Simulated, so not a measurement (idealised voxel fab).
process module | voxel self aligned contacts
cross-section cut | 225 nm wide | cells 5 nm
A cross-section is a grid of square cells, given in bands from the top down. A band is one or more rows of cells.
Each band's line starts with the height of the band's top and of its bottom, in nm. Then come its materials from left to right, each with its width in nm. One material with "throughout" fills the band from edge to edge. "air" is empty space.
Height 0 is the level under which the wafer as received is all one material. The lowest band goes on downwards, as in "0 down".
A width such as "30 to 40" changes by the same amount from each row of cells to the next, from the band's top row to its bottom row.
"no change" after a step means that no cell of the cross-section changed.
closed voids: empty space of 8 cells or more with no open way to the top, each as width x height at its distance from the left edge, in nm
after a step's settings: what the simulator itself notes on the step
overlay nm, on a step with a mask: how far to the right of its planned place the mask lay; to the left if negative
plan
1 op RECEIVE | material Si
2 op OXIDIZE | depth nm 5
3 op DIRECTIONAL_DEP | material polySi | thk nm 30
4 op DIRECTIONAL_DEP | material SiN | thk nm 15
5 op MASKED_ETCH | tone cover | mask id GATE | width nm 30 | pitch nm 55 | etch materials SiN | depth nm 15 | overlay nm 0
6 op MASKED_ETCH | tone cover | mask id GATE | width nm 30 | pitch nm 55 | etch materials polySi | depth nm 30 | overlay nm 0
7 op CONFORMAL_DEP | material SiN | thk nm 5
8 op DIRECTIONAL_ETCH | etch materials SiN | depth nm 5
9 op FILL_DEP | material SiO2 | thk nm 20
10 op CMP | height nm 55
11 op MASKED_ETCH | tone open | mask id CONTACT | width nm 35 | pitch nm 55 | etch materials SiO2 | depth nm 60 | overlay nm -15
12 op CONFORMAL_DEP | material TiN | thk nm 5
13 op FILL_DEP | material W | thk nm 10
14 op CMP | height nm 55
15 op CONFORMAL_DEP | material SiN | thk nm 5
varied across the wafers: overlay nm of step 11. The plan shows the first wafer's value. All wafers start alike
first wafer as received, after step 1
  0 down: Si throughout
  closed voids: none
first wafer at the end, after step 15
  60 to 55: SiN throughout
  55 to 50: SiO2 50 | TiN 5 | W 25 | TiN 5 | SiO2 20 | TiN 5 | W 25 | TiN 5 | SiO2 85
  50 to 45: SiO2 50 | TiN 35 | SiO2 20 | TiN 35 | SiO2 85
  45 to 30: SiO2 35 | SiN 40 | TiN 10 | SiO2 5 | SiN 40 | TiN 10 | SiO2 5 | SiN 40 | SiO2 40
  30 to 0: SiO2 35 | SiN 5 | polySi 30 | SiN 5 | TiN 10 | SiO2 5 | SiN 5 | polySi 30 | SiN 5 | TiN 10 | SiO2 5 | SiN 5 | polySi 30 | SiN 5 | SiO2 40
  0 to -5: SiO2 75 | TiN 10 | SiO2 45 | TiN 10 | SiO2 85
  -5 down: Si throughout
  closed voids: none
last wafer at the end
  60 to 55: SiN throughout
  55 to 50: SiO2 80 | TiN 5 | W 25 | TiN 5 | SiO2 20 | TiN 5 | W 25 | TiN 5 | SiO2 55
  50 to 45: SiO2 80 | TiN 35 | SiO2 20 | TiN 35 | SiO2 55
  45 to 30: SiO2 35 | SiN 40 | SiO2 5 | TiN 10 | SiN 40 | SiO2 5 | TiN 10 | SiN 40 | SiO2 40
  30 to 0: SiO2 35 | SiN 5 | polySi 30 | SiN 5 | SiO2 5 | TiN 10 | SiN 5 | polySi 30 | SiN 5 | SiO2 5 | TiN 10 | SiN 5 | polySi 30 | SiN 5 | SiO2 40
  0 to -5: SiO2 80 | TiN 10 | SiO2 45 | TiN 10 | SiO2 80
  -5 down: Si throughout
  closed voids: none
each wafer at the end: cells of each material gained (+) or lost (-) since it was received, then its closed voids
overlay nm -15 | -45 Si | +153 SiN | +256 SiO2 | +58 TiN | +10 W | +108 polySi | closed voids: none
overlay nm -10 | -45 Si | +153 SiN | +236 SiO2 | +58 TiN | +30 W | +108 polySi | closed voids: none
overlay nm -5 | -45 Si | +153 SiN | +236 SiO2 | +58 TiN | +30 W | +108 polySi | closed voids: none
overlay nm 0 | -45 Si | +153 SiN | +236 SiO2 | +58 TiN | +30 W | +108 polySi | closed voids: none
overlay nm 5 | -45 Si | +153 SiN | +236 SiO2 | +58 TiN | +30 W | +108 polySi | closed voids: none
overlay nm 10 | -45 Si | +153 SiN | +236 SiO2 | +58 TiN | +30 W | +108 polySi | closed voids: none
overlay nm 15 | -45 Si | +153 SiN | +256 SiO2 | +58 TiN | +10 W | +108 polySi | closed voids: none
